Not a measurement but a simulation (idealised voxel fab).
The following is a process module called voxel capacitor over wiring.
This is section cut - it's 240 nm across, gridded in 5 nm square cells.
Format of a cross-section: grid, square cells. Given as bands. Order: top down. Band: one or more rows of cells. Read a band's entry like this: the first values are the height of its top and the height of its bottom in nm, and what follows is the sequence of materials from left to right, each with its width in nm. Note that "empty" is empty space, and that a single material marked "throughout" reaches across the band from edge to edge. Height reference: 0 = level under which incoming wafer is all one material. Lowest band: no bottom, runs on downward, e.g. "0 and below". A two-number width, for instance "30..40", indicates that the width is equal to the first number in the top row of the band and to the second number in the bottom row, and that it changes by a constant amount per row of cells. "stayed the same" (step): cross-section cells unchanged, all of them. Each empty space that has no open way to the top and spans at least 8 cells appears under "Closed void entries" as width x height at distance, the distance counted from the left edge, all in nm. That trailing text on a step's line, after the settings, is the simulator's own remark on the step. The setting "overlay nm" may be written on the line of a step. When the step uses a mask, the value reports how far to the right of the planned place the mask lay, and a negative value reports that it lay to the left.
**Steps planned for the process**
1 RECEIVE: material Si
2 CONFORMAL_DEP: material SiO2, thk nm 10
3 CONFORMAL_DEP: material SiN, thk nm 5
4 DIRECTIONAL_DEP: material SiO2, thk nm 15
5 PATTERN: tone open, mask id METAL_1, material resist, width nm 30, pitch nm 80, thk nm 15, overlay nm 0
6 DIRECTIONAL_ETCH: etch materials SiO2, depth nm 15
7 DIRECTIONAL_ETCH: etch materials SiN, depth nm 5
8 STRIP: etch materials resist
9 CONFORMAL_DEP: material TiN, thk nm 5
10 FILL_DEP: material Cu, thk nm 5
11 CMP: height nm 30
12 EPI: material Ru, thk nm 5
13 FILL_DEP: material SiCN, thk nm 5
14 DIRECTIONAL_DEP: material SiO2, thk nm 15
15 DIRECTIONAL_DEP: material aC, thk nm 15
16 PATTERN: tone open, mask id PLUG_1, material resist, width nm 15, thk nm 30, overlay nm 0
17 DIRECTIONAL_ETCH: etch materials aC, depth nm 15
18 STRIP: etch materials resist
19 DIRECTIONAL_ETCH: etch materials SiO2, depth nm 15
20 DIRECTIONAL_ETCH: etch materials SiCN, depth nm 5
21 STRIP: etch materials aC
22 CONFORMAL_DEP: material TiN, thk nm 5
23 FILL_DEP: material W, thk nm 10
24 CMP: height nm 55
25 DIRECTIONAL_DEP: material TiN, thk nm 10
26 DIRECTIONAL_DEP: material Al2O3, thk nm 5
27 DIRECTIONAL_DEP: material TiN, thk nm 5
28 MASKED_ETCH: tone cover, mask id UPPER_PLATE, width nm 55, etch materials TiN, depth nm 5, overlay nm 0
29 MASKED_ETCH: tone cover, mask id UPPER_PLATE, width nm 55, etch materials Al2O3, depth nm 5, overlay nm 0
30 MASKED_ETCH: tone cover, mask id LOWER_PLATE, width nm 65, etch materials TiN, depth nm 10, overlay nm 0
31 FILL_DEP: material SiO2, thk nm 20
32 CMP: height nm 90
33 DIRECTIONAL_DEP: material aC, thk nm 15
34 PATTERN: tone open, mask id PLUG_2, material resist, width nm 15, thk nm 35, overlay nm 0
35 DIRECTIONAL_ETCH: etch materials aC, depth nm 15
36 STRIP: etch materials resist
37 DIRECTIONAL_ETCH: etch materials SiO2, depth nm 15
38 STRIP: etch materials aC
39 CONFORMAL_DEP: material TiN, thk nm 5
40 FILL_DEP: material Ru, thk nm 5
41 CMP: height nm 90
42 CONFORMAL_DEP: material SiN, thk nm 5
**Here's what the wafer looked like in cross-section when it arrived - that's after step 1**
- 0 and below  Si throughout
- Closed void entries: none
**Cross-section: first of two wafers, module finished, run according to plan**
- 95 down to 90  SiN throughout
- 90 down to 80  SiO2 90, TiN 5, Ru 5, TiN 5, SiO2 135
- 80 down to 70  SiO2 90..80, TiN 15..55, SiO2 135..105
- 70 down to 65  SiO2 80, Al2O3 55, SiO2 105
- 65 down to 55  SiO2 75, TiN 65, SiO2 100
- 55 down to 40  SiO2 80, TiN 5, W 5, TiN 5, SiO2 145
- 40 down to 35  SiCN 80, TiN 15, SiCN 145
- 35 down to 30  SiCN 60, Ru 40, SiCN 40, Ru 40, SiCN 60
- 30 down to 15  SiO2 65, TiN 5, Cu 20, TiN 5, SiO2 50, TiN 5, Cu 20, TiN 5, SiO2 65
- 15 down to 10  SiN 65, TiN 30, SiN 50, TiN 30, SiN 65
- 10 down to 0  SiO2 throughout
- 0 and below  Si throughout
- Closed void entries: none
**The second wafer, shown in cross-section after the module: started the same way as the first and given the same plan, yet one mistake crept into how it was run**
- 95 down to 90  SiN throughout
- 90 down to 80  SiO2 90..80, TiN 15..55, SiO2 135..105
- 80 down to 75  SiO2 80, Al2O3 55, SiO2 105
- 75 down to 65  Al2O3 throughout
- 65 down to 55  TiN throughout
- 55 down to 40  SiO2 80, TiN 5, W 5, TiN 5, SiO2 145
- 40 down to 35  SiCN 80, TiN 15, SiCN 145
- 35 down to 30  SiCN 60, Ru 40, SiCN 40, Ru 40, SiCN 60
- 30 down to 15  SiO2 65, TiN 5, Cu 20, TiN 5, SiO2 50, TiN 5, Cu 20, TiN 5, SiO2 65
- 15 down to 10  SiN 65, TiN 30, SiN 50, TiN 30, SiN 65
- 10 down to 0  SiO2 throughout
- 0 and below  Si throughout
- Closed void entries: none
Plan not followed: planned and actual differ for step 26; actual: DIRECTIONAL_DEP: material Al2O3, thk nm 15
End check, counted in cells, second wafer has more or fewer of these materials than the first: Al2O3 +96; Ru -2; SiO2 -160; TiN +66
